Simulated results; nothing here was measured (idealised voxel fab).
Presented below is a process module, voxel wiring stack.
Section shown: cut. Width: 155 nm. Cell size: 5 nm, square.
Notation: cross-section as square-cell grid; stated in bands, top first, going down; one or more cell rows per band. Band: top and bottom heights (nm) first, top before bottom; then materials from left to right, widths in nm. "throughout" marks a sole material filling the band edge to edge. "empty" denotes empty space. Counting heights begins at 0, where everything beneath is, in the wafer as received, one material. The lowest band has no bottom; it goes on downwards, as "top 0, no bottom" shows. Graded width ("30->40"): value in top row of band = first number; value in bottom row = second number; row-to-row change constant. Take "remains unaltered" at face value: in the step it is given for, the cross-section changed in none of its cells. "Closed void listing": empty spaces of 8 cells or more with no open way to the top, each given as width x height at distance, distance from the left edge, all in nm. That trailing text on a step's line, after the settings, is the simulator's own remark on the step. On any step carrying a mask, the "overlay nm" setting, if present on the step's line, tells how far right of its planned place the mask lay; negative values point to the left.
THE PLANNED PROCESS STEPS ARE ENUMERATED HEREUNDER
1 RECEIVE with material Si
2 CONFORMAL_DEP with material SiO2, thk nm 15
3 CONFORMAL_DEP with material SiN, thk nm 5
4 DIRECTIONAL_DEP with material SiO2, thk nm 25
5 DIRECTIONAL_DEP with material aC, thk nm 10
6 PATTERN with tone open, mask id METAL_1, material resist, width nm 25, pitch nm 45, thk nm 25, overlay nm 0
7 DIRECTIONAL_ETCH with etch materials aC, depth nm 10
8 STRIP with etch materials resist
9 DIRECTIONAL_ETCH with etch materials SiO2, depth nm 25
10 DIRECTIONAL_ETCH with etch materials SiN, depth nm 5
11 STRIP with etch materials aC
12 CONFORMAL_DEP with material TiN, thk nm 5
13 FILL_DEP with material Ru, thk nm 5
14 CMP with height nm 45
15 CONFORMAL_DEP with material SiCN, thk nm 5
16 DIRECTIONAL_DEP with material lowk, thk nm 25
17 DIRECTIONAL_DEP with material aC, thk nm 10
18 PATTERN with tone open, mask id METAL_2_HOLES, material resist, width nm 15, pitch nm 45, thk nm 30, overlay nm 0
19 DIRECTIONAL_ETCH with etch materials aC, depth nm 10
20 STRIP with etch materials resist
21 DIRECTIONAL_ETCH with etch materials lowk, depth nm 25
22 STRIP with etch materials aC
23 MASKED_ETCH with tone open, mask id METAL_2, width nm 25, pitch nm 45, etch materials lowk, depth nm 15, overlay nm 0
24 MASKED_ETCH with tone open, mask id METAL_2, width nm 25, pitch nm 45, etch materials SiCN, depth nm 5, overlay nm 0
25 CONFORMAL_DEP with material TiN, thk nm 5
26 FILL_DEP with material Cu, thk nm 10
27 CMP with height nm 75
28 CONFORMAL_DEP with material SiCN, thk nm 5
29 DIRECTIONAL_DEP with material SiO2, thk nm 35
30 PATTERN with tone open, mask id METAL_3_HOLES, material resist, width nm 15, thk nm 20, overlay nm 0
31 DIRECTIONAL_ETCH with etch materials SiO2, depth nm 35
32 STRIP with etch materials resist
33 PATTERN with tone open, mask id METAL_3, material resist, width nm 25, pitch nm 45, thk nm 15, overlay nm 0
34 DIRECTIONAL_ETCH with etch materials SiO2, depth nm 20
35 DIRECTIONAL_ETCH with etch materials SiCN, depth nm 5
36 STRIP with etch materials resist
37 CONFORMAL_DEP with material TiN, thk nm 5
38 FILL_DEP with material Cu, thk nm 5
39 CMP with height nm 115
40 CONFORMAL_DEP with material SiN, thk nm 5
CROSS-SECTION OF THE WAFER AS IT CAME TO US, I.E., ALREADY THROUGH STEP 1
	top 0, no bottom | Si throughout
	Closed void listing: none
STARTING WAFER: ABOVE. PLAN: ABOVE. RUN: ONE MISTAKE. CROSS-SECTION AFTER THE MODULE: BELOW
	top 120, bottom 115 | SiN throughout
	top 115, bottom 100 | SiO2=40  TiN=5  Cu=5  TiN=5  SiO2=100
	top 100, bottom 95 | SiO2=40  TiN=15  SiO2=100
	top 95, bottom 80 | SiO2 throughout
	top 80, bottom 75 | SiCN throughout
	top 75, bottom 65 | lowk=40  TiN=5  Cu=15  TiN=5  lowk=20  TiN=5  Cu=15  TiN=5  lowk=45
	top 65, bottom 60 | lowk=40  TiN=5  Cu=5  TiN=15  lowk=20  TiN=5  Cu=5  TiN=15  lowk=45
	top 60, bottom 50 | lowk=40  TiN=5  Cu=5  TiN=5  lowk=30  TiN=5  Cu=5  TiN=5  lowk=55
	top 50, bottom 45 | SiCN=40  TiN=15  SiCN=30  TiN=15  SiCN=55
	top 45, bottom 20 | SiO2=40  TiN=5  Ru=15  TiN=5  SiO2=20  TiN=5  Ru=15  TiN=5  SiO2=45
	top 20, bottom 15 | SiN=40  TiN=25  SiN=20  TiN=25  SiN=45
	top 15, bottom 0 | SiO2 throughout
	top 0, no bottom | Si throughout
	Closed void listing: none
What broke from the plan during processing? step 29 of the plan saw execution twice
